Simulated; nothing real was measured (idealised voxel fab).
Process module under the name voxel released beams
The width of the displayed cross-section, cut, is 295 nm; its cells are square, with a size of 5 nm.
A cross-section is written here as square cells arranged in a grid, and it is given in bands from the top down, each band taking up one or more rows of cells. In this notation a band is specified by the heights of its top and bottom, in that order and in nm, after which its materials appear from left to right, each paired with its width in nm. The word "all across" attached to a single material means that material fills the band from edge to edge; the word "blank" stands for empty space. Heads up on the height convention: 0 is the point under which the incoming wafer is all one material, and the lowest band has no bottom, it just keeps going down, like "0 and below". Think of "30..40" as a width that walks from the first number to the second as you go down the band, top row to bottom row, taking equal-sized steps from row to row. Reading "nothing got changed" for a step: not a cell of the cross-section changed in it. Entry "Closed void register" = empty spaces >= 8 cells with no open way to the top; each as width x height at distance, distance from left edge, all nm. Note: text after step settings on the step line = simulator remark on that step. overlay nm: right-of-plan distance of the mask on a masked step; negative values mean left-of-plan.
# The process steps that were planned are listed below
1 RECEIVE | material Si
2 CONFORMAL_DEP | material SiN | thk nm 5
3 DIRECTIONAL_DEP | material SiO2 | thk nm 15
4 PATTERN | tone open | mask id ANCHOR | material resist | width nm 35 | thk nm 15 | overlay nm 0
5 DIRECTIONAL_ETCH | etch materials SiO2 | depth nm 15
6 STRIP | etch materials resist
7 CONFORMAL_DEP | material polySi | thk nm 15
8 DIRECTIONAL_DEP | material aC | thk nm 15
9 PATTERN | tone cover | mask id BEAM | material resist | width nm 110 | thk nm 35 | overlay nm 0
10 DIRECTIONAL_ETCH | etch materials aC | depth nm 15
11 STRIP | etch materials resist
12 DIRECTIONAL_ETCH | etch materials polySi | depth nm 15
13 STRIP | etch materials aC
14 STRIP | etch materials SiO2
# So, the first of our two wafers, run just as we planned it
# Cross-section: wafer on arrival = after step 1
> 0 and below | Si all across
> Closed void register: none
# Cross-section through the wafer, step 2 finished
> 5 down to 0 | SiN all across
> Note: structure below 0 unchanged.
# Cross-section through the wafer, step 3 finished
> 20 down to 5 | SiO2 all across
> Note: structure below 5 unchanged.
# Cross-section through the wafer, step 4 finished
> 35 down to 20 | resist=95, blank=35, resist=165
> Note: structure below 20 unchanged.
# Cross-section through the wafer, step 5 finished
> 35 down to 20 | resist=95, blank=35, resist=165
> 20 down to 5 | SiO2=95, blank=35, SiO2=165
> Note: structure below 5 unchanged.
# Cross-section through the wafer, step 6 finished
> 20 down to 5 | SiO2=95, blank=35, SiO2=165
> Note: structure below 5 unchanged.
# Cross-section through the wafer, step 7 finished
> 35 down to 20 | polySi=110, blank=5, polySi=180
> 20 down to 5 | SiO2=95, polySi=35, SiO2=165
> Note: structure below 5 unchanged.
# Cross-section through the wafer, step 8 finished
> 50 down to 35 | aC=110, blank=5, aC=180
> 35 down to 20 | polySi=110, aC=5, polySi=180
> Note: structure below 20 unchanged.
# Cross-section through the wafer, step 9 finished
> 85 down to 50 | blank=90, resist=110, blank=95
> 50 down to 35 | aC=110, resist=5, aC=180
> Note: structure below 35 unchanged.
# Cross-section through the wafer, step 10 finished
> 70 down to 50 | blank=90, resist=110, blank=95
> 50 down to 35 | blank=90, aC=20, resist=5, aC=85, blank=95
> Note: structure below 35 unchanged.
# Cross-section through the wafer, step 11 finished
> 50 down to 35 | blank=90, aC=20, blank=5, aC=85, blank=95
> Note: structure below 35 unchanged.
# Cross-section through the wafer, step 12 finished
> 50 down to 35 | blank=90, aC=20, blank=5, aC=85, blank=95
> 35 down to 20 | blank=90, polySi=20, aC=5, polySi=85, blank=95
> Note: structure below 20 unchanged.
# Cross-section through the wafer, step 13 finished
> 35 down to 20 | blank=90, polySi=20, blank=5, polySi=85, blank=95
> Note: structure below 20 unchanged.
# Cross-section through the wafer, step 14 finished
> 35 down to 20 | blank=90, polySi=20, blank=5, polySi=85, blank=95
> 20 down to 5 | blank=95, polySi=35, blank=165
> Note: structure below 5 unchanged.
# Okay, second wafer. Nothing different at the start, nothing different in the plan, just one mistake somewhere in the running. As far as step 6, counting that step, it's the first wafer all over again
# Second wafer, section view, time point: scheduled end of step 7
> 35 down to 20 | SiN=110, blank=5, SiN=180
> 20 down to 5 | SiO2=95, SiN=35, SiO2=165
> Note: structure below 5 unchanged.
# Second wafer, section view, time point: scheduled end of step 8
> 50 down to 35 | aC=110, blank=5, aC=180
> 35 down to 20 | SiN=110, aC=5, SiN=180
> Note: structure below 20 unchanged.
# Second wafer, section view, time point: scheduled end of step 9
> 85 down to 50 | blank=90, resist=110, blank=95
> 50 down to 35 | aC=110, resist=5, aC=180
> Note: structure below 35 unchanged.
# Second wafer, section view, time point: scheduled end of step 10
> 70 down to 50 | blank=90, resist=110, blank=95
> 50 down to 35 | blank=90, aC=20, resist=5, aC=85, blank=95
> Note: structure below 35 unchanged.
# Second wafer, section view, time point: scheduled end of step 11
> 50 down to 35 | blank=90, aC=20, blank=5, aC=85, blank=95
> Note: structure below 35 unchanged.
Second wafer, section view, time point: scheduled end of step 12: nothing got changed
# Second wafer, section view, time point: scheduled end of step 13
> 35 down to 20 | SiN=110, blank=5, SiN=180
> Note: structure below 20 unchanged.
Second wafer, section view, time point: scheduled end of step 14: nothing got changed
The mistake made against the process plan was this: heads up, step 7 didn't go per plan, it actually ran as CONFORMAL_DEP | material SiN | thk nm 15
The second wafer ends with more or fewer cells of some materials than the first, per final count: 195 more of SiN, 156 more of SiO2, 84 fewer of polySi
